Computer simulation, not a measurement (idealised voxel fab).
Module name: voxel plated lines (process module)
Cross-sectional view cut (width: 285 nm; square cell size: 5 nm).
Cross-section spec: square-cell grid; bands listed top down; each band is one or more rows.
The entry gives the band's vertical extent as a top height and a bottom height in nm, then its horizontal make-up as materials from left to right, each with a width in nm. "blank" stands for empty space; a single material marked "edge to edge" fills the band edge to edge.
Heights are reckoned from 0. Under this level, the received wafer is all of one material. The bottommost band is open-ended downward, for example "0 -> down".
You'd read "30..40" like this: the band's top row of cells is as wide as the first number, its bottom row is as wide as the second, and going down, every row changes width by the same amount as the row before did.
Basically "everything unchanged" means that step didn't change any cell in the cross-section.
So "Unvented internal voids" is basically the list of trapped voids: any empty space of 8 cells or more that can't reach the top through an opening. They're written width x height at distance, the distance being from the left edge, and it's all nm.
Where a step's line continues beyond its settings, the continuation is a remark by the simulator itself on that step.
Steps that use a mask can have "overlay nm" on their line. It says how far the mask sat to the right of where it was meant to be. Negative means to the left.
LISTED BELOW ARE THE PROCESS STEPS AS PLANNED
| 1 | RECEIVE | material Si |
| 2 | CONFORMAL_DEP | material SiN | thk nm 10 |
| 3 | DIRECTIONAL_DEP | material TiN | thk nm 5 |
| 4 | PATTERN | tone open | mask id LINES | material resist | width nm 20 | pitch nm 40 | thk nm 15 | overlay nm 0 |
| 5 | EPI | material Ru | thk nm 10 |
| 6 | STRIP | etch materials resist |
| 7 | DIRECTIONAL_ETCH | etch materials TiN | depth nm 5 |
| 8 | CONFORMAL_DEP | material SiN | thk nm 10 |
CROSS-SECTION: WAFER ON ARRIVAL = AFTER STEP 1
* 0 -> down: Si edge to edge
* Unvented internal voids: none
CROSS-SECTIONAL IMAGE OF THE FIRST OF TWO WAFERS AT THE END OF THE MODULE, THE RUN HAVING PROCEEDED AS PLANNED
* 35 -> 25: blank 100 nm, SiN 80 nm, blank 105 nm
* 25 -> 20: blank 100 nm, SiN 10 nm, Ru 20 nm, SiN 20 nm, Ru 20 nm, SiN 10 nm, blank 105 nm
* 20 -> 15: SiN 110 nm, Ru 20 nm, SiN 20 nm, Ru 20 nm, SiN 115 nm
* 15 -> 10: SiN 110 nm, TiN 20 nm, SiN 20 nm, TiN 20 nm, SiN 115 nm
* 10 -> 0: SiN edge to edge
* 0 -> down: Si edge to edge
* Unvented internal voids: none
SECOND OF TWO WAFERS, MODULE COMPLETE, SECTIONED: IT SHARES THE FIRST WAFER'S START AND PLAN BUT WAS RUN WITH ONE MISTAKE
* 40 -> 25: blank 95 nm, SiN 90 nm, blank 100 nm
* 25 -> 15: SiN 110 nm, Ru 20 nm, SiN 20 nm, Ru 20 nm, SiN 115 nm
* 15 -> 10: SiN 110 nm, TiN 20 nm, SiN 20 nm, TiN 20 nm, SiN 115 nm
* 10 -> 0: SiN edge to edge
* 0 -> down: Si edge to edge
* Unvented internal voids: none
The mistake made against the process plan was this: step 8 was not run as planned; what actually ran was CONFORMAL_DEP | material SiN | thk nm 15
Upon completion, the second wafer contains, in terms of cells, a greater or smaller amount of certain materials than the first wafer: +63 SiN
